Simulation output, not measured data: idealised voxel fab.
The following is a process module called voxel ribs on slabs.
FYI the section here is cut, 190 nm wide, cells are 5 nm squares.
If you're reading a cross-section in this doc, picture square cells in a grid; it comes to you as bands, top ones listed first down to the bottom, and a band can be one or more rows of cells.
Look at the band entry: it leads with the top's height and the bottom's height in nm. Then it lists the materials left to right, with a width in nm for each. The word "all across" on a single material says that material fills the band edge to edge. The word "empty" is empty space.
A quick word on heights: they are counted from 0, and under that level the wafer as it came to us is one material throughout. The lowest band is different from the rest in having no bottom; it simply continues downward, written as in "from 0 down".
So if you see something like "30 to 40" for the width, read it as the top row of the band sitting at the first number and the bottom row at the second, with every row in between moving by the same amount as the last.
A step reported as "all unchanged" is a step in which no cell of the cross-section changed.
Heads up: "Trapped cavities" only lists the empty pockets with no open path to the top that are 8 cells or more, and it writes them as width x height at distance, distance from the left edge, in nm.
If you see something after the settings on a step's line, that's the simulator's own remark about that step.
overlay nm: step with mask; distance mask lay right of planned place; negative value = left of planned place.

-- The steps planned for the process are as follows
1 RECEIVE | material Si
2 DIRECTIONAL_DEP | material SiO2 | thk nm 25
3 DIRECTIONAL_DEP | material SiN | thk nm 15
4 PATTERN | tone cover | mask id RIB | material resist | width nm 30 | thk nm 20 | overlay nm 0
5 DIRECTIONAL_ETCH | etch materials SiN | depth nm 5
6 STRIP | etch materials resist
7 MASKED_ETCH | tone cover | mask id SLAB | width nm 80 | etch materials SiN | depth nm 10 | overlay nm 0
8 FILL_DEP | material SiO2 | thk nm 20
9 CMP | height nm 50
10 DIRECTIONAL_DEP | material TiN | thk nm 10
11 PATTERN | tone cover | mask id HEATER | material resist | width nm 40 | thk nm 20 | overlay nm 0
12 DIRECTIONAL_ETCH | etch materials TiN | depth nm 10
13 STRIP | etch materials resist
14 CONFORMAL_DEP | material SiN | thk nm 5

-- So, the first of our two wafers, run just as we planned it

-- Received-state cross-section, reflecting completion of step 1
- from 0 down: Si all across
- Trapped cavities: none

-- Wafer after step 2 (cross-section)
- from 25 to 0: SiO2 all across
- Whatever lies below 0 is exactly as it was before.

-- Wafer after step 3 (cross-section)
- from 40 to 25: SiN all across
- Whatever lies below 25 is exactly as it was before.

-- Wafer after step 4 (cross-section)
- from 60 to 40: 80 empty, 30 resist, 80 empty
- Whatever lies below 40 is exactly as it was before.

-- Wafer after step 5 (cross-section)
- from 60 to 40: 80 empty, 30 resist, 80 empty
- from 40 to 35: 80 empty, 30 SiN, 80 empty
- Whatever lies below 35 is exactly as it was before.

-- Wafer after step 6 (cross-section)
- from 40 to 35: 80 empty, 30 SiN, 80 empty
- Whatever lies below 35 is exactly as it was before.

-- Wafer after step 7 (cross-section)
- from 40 to 35: 80 empty, 30 SiN, 80 empty
- from 35 to 25: 55 empty, 80 SiN, 55 empty
- Whatever lies below 25 is exactly as it was before.

-- Wafer after step 8 (cross-section)
- from 60 to 40: SiO2 all across
- from 40 to 35: 80 SiO2, 30 SiN, 80 SiO2
- from 35 to 25: 55 SiO2, 80 SiN, 55 SiO2
- Whatever lies below 25 is exactly as it was before.

-- Wafer after step 9 (cross-section)
- from 50 to 40: SiO2 all across
- Whatever lies below 40 is exactly as it was before.

-- Wafer after step 10 (cross-section)
- from 60 to 50: TiN all across
- Whatever lies below 50 is exactly as it was before.

-- Wafer after step 11 (cross-section)
- from 80 to 60: 75 empty, 40 resist, 75 empty
- Whatever lies below 60 is exactly as it was before.

-- Wafer after step 12 (cross-section)
- from 80 to 60: 75 empty, 40 resist, 75 empty
- from 60 to 50: 75 empty, 40 TiN, 75 empty
- Whatever lies below 50 is exactly as it was before.

-- Wafer after step 13 (cross-section)
- from 60 to 50: 75 empty, 40 TiN, 75 empty
- Whatever lies below 50 is exactly as it was before.

-- Wafer after step 14 (cross-section)
- from 65 to 60: 70 empty, 50 SiN, 70 empty
- from 60 to 55: 70 empty, 5 SiN, 40 TiN, 5 SiN, 70 empty
- from 55 to 50: 75 SiN, 40 TiN, 75 SiN
- Whatever lies below 50 is exactly as it was before.

-- For the second wafer, take the first wafer's start and plan, then add one mistake made in running it; everything through step 6, that step included, is shared with the first

-- Look at the second wafer in cross-section at the time step 7 ought to have finished
- from 35 to 30: 55 SiN, 80 empty, 55 SiN
- from 30 to 25: 55 SiN, 25 empty, 30 SiN, 25 empty, 55 SiN
- Whatever lies below 25 is exactly as it was before.

-- Look at the second wafer in cross-section at the time step 8 ought to have finished
- from 55 to 35: SiO2 all across
- from 35 to 30: 55 SiN, 80 SiO2, 55 SiN
- from 30 to 25: 55 SiN, 25 SiO2, 30 SiN, 25 SiO2, 55 SiN
- Whatever lies below 25 is exactly as it was before.

-- Look at the second wafer in cross-section at the time step 9 ought to have finished
- from 50 to 35: SiO2 all across
- Whatever lies below 35 is exactly as it was before.

-- Look at the second wafer in cross-section at the time step 10 ought to have finished
- from 60 to 50: TiN all across
- Whatever lies below 50 is exactly as it was before.

-- Look at the second wafer in cross-section at the time step 11 ought to have finished
- from 80 to 60: 75 empty, 40 resist, 75 empty
- Whatever lies below 60 is exactly as it was before.

-- Look at the second wafer in cross-section at the time step 12 ought to have finished
- from 80 to 60: 75 empty, 40 resist, 75 empty
- from 60 to 50: 75 empty, 40 TiN, 75 empty
- Whatever lies below 50 is exactly as it was before.

-- Look at the second wafer in cross-section at the time step 13 ought to have finished
- from 60 to 50: 75 empty, 40 TiN, 75 empty
- Whatever lies below 50 is exactly as it was before.

-- Look at the second wafer in cross-section at the time step 14 ought to have finished
- from 65 to 60: 70 empty, 50 SiN, 70 empty
- from 60 to 55: 70 empty, 5 SiN, 40 TiN, 5 SiN, 70 empty
- from 55 to 50: 75 SiN, 40 TiN, 75 SiN
- Whatever lies below 50 is exactly as it was before.
Here's what went sideways: step 7: run off-plan, actual operation and settings MASKED_ETCH | tone open | mask id SLAB | width nm 80 | etch materials SiN | depth nm 10 | overlay nm 0
Once processing is complete, comparing cell counts shows that the second wafer has more or fewer of certain materials than the first: +12 SiN; -12 SiO2
